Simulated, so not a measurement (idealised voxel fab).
Module name: voxel fin reveal (process module)
The width of the displayed cross-section, cut, is 235 nm; its cells are square, with a size of 5 nm.
In what follows, cross-sections appear as grids of square cells, described through bands that run from the top down, where every band is one or more rows of cells.
Band entry format. Leading values: height of top, height of bottom, nm. Remainder: materials in left-to-right order, each with its width in nm. Special words: "full width" on a single material, which then fills the band edge to edge; "air", empty space.
Basically, 0 is our baseline, since under it the wafer straight out of the box is all one material. The bottom band has no lower end and keeps on going down, so it looks like "0..down".
A width such as "30 to 40" changes by the same amount from each row of cells to the next, from the band's top row to its bottom row.
"same as before" for a step: no cell of the cross-section changed in that step.
You'll see "Enclosed void entries" listing empty spaces that have no way open to the top, as long as they're 8 cells or more; the notation is width x height at distance, where the distance is from the left edge, and all of it is in nm.
Read whatever lies past the settings on a step's line as the simulator's own remark about the step.
"overlay nm", when on a step's line for a step with a mask, measures how far to the right of its planned place the mask lay; a negative measure means to the left.
# Here's what the planned process steps look like
1. RECEIVE: material Si
2. CONFORMAL_DEP: material SiN, thk nm 5
3. PATTERN: tone cover, mask id FINS, material resist, width nm 15, pitch nm 40, thk nm 20, overlay nm -15
4. DIRECTIONAL_ETCH: etch materials SiN, depth nm 5
5. DIRECTIONAL_ETCH: etch materials Si, depth nm 40
6. STRIP: etch materials resist
7. FILL_DEP: material SiO2, thk nm 10
8. CMP: height nm 5
9. SELECTIVE_ETCH: etch materials SiO2, depth nm 30
10. STRIP: etch materials SiN
11. CONFORMAL_DEP: material SiO2, thk nm 5
The wafers are alike at the start. At step 3, their overlay nm differs. The plan lists the first wafer's value.
# The first of several wafers as received, shown in cross-section; this is its state after step 1
    0..down: Si full width
    Enclosed void entries: none
# Module finished, last step 11 done: cross-section of the first of several wafers
    5..0: air (30) / SiO2 (25) / air (15) / SiO2 (25) / air (15) / SiO2 (25) / air (15) / SiO2 (25) / air (60)
    0..-20: air (30) / SiO2 (5) / Si (15) / SiO2 (5) / air (15) / SiO2 (5) / Si (15) / SiO2 (5) / air (15) / SiO2 (5) / Si (15) / SiO2 (5) / air (15) / SiO2 (5) / Si (15) / SiO2 (5) / air (60)
    -20..-40: SiO2 (35) / Si (15) / SiO2 (25) / Si (15) / SiO2 (25) / Si (15) / SiO2 (25) / Si (15) / SiO2 (65)
    -40..down: Si full width
    Enclosed void entries: none
# Here's the last wafer cross-sectioned at the end of the module
    5..0: air (60) / SiO2 (25) / air (15) / SiO2 (25) / air (15) / SiO2 (25) / air (15) / SiO2 (25) / air (30)
    0..-20: air (60) / SiO2 (5) / Si (15) / SiO2 (5) / air (15) / SiO2 (5) / Si (15) / SiO2 (5) / air (15) / SiO2 (5) / Si (15) / SiO2 (5) / air (15) / SiO2 (5) / Si (15) / SiO2 (5) / air (30)
    -20..-40: SiO2 (65) / Si (15) / SiO2 (25) / Si (15) / SiO2 (25) / Si (15) / SiO2 (25) / Si (15) / SiO2 (35)
    -40..down: Si full width
    Enclosed void entries: none
# wafer rows; end of module; cells per material since receipt: (+) gained, (-) lost; then closed voids
overlay nm -15; -280 Si; +192 SiO2; Enclosed void entries: none
overlay nm -10; -280 Si; +192 SiO2; Enclosed void entries: none
overlay nm -5; -280 Si; +192 SiO2; Enclosed void entries: none
overlay nm 0; -280 Si; +192 SiO2; Enclosed void entries: none
overlay nm 5; -280 Si; +192 SiO2; Enclosed void entries: none
overlay nm 10; -280 Si; +192 SiO2; Enclosed void entries: none
overlay nm 15; -280 Si; +192 SiO2; Enclosed void entries: none
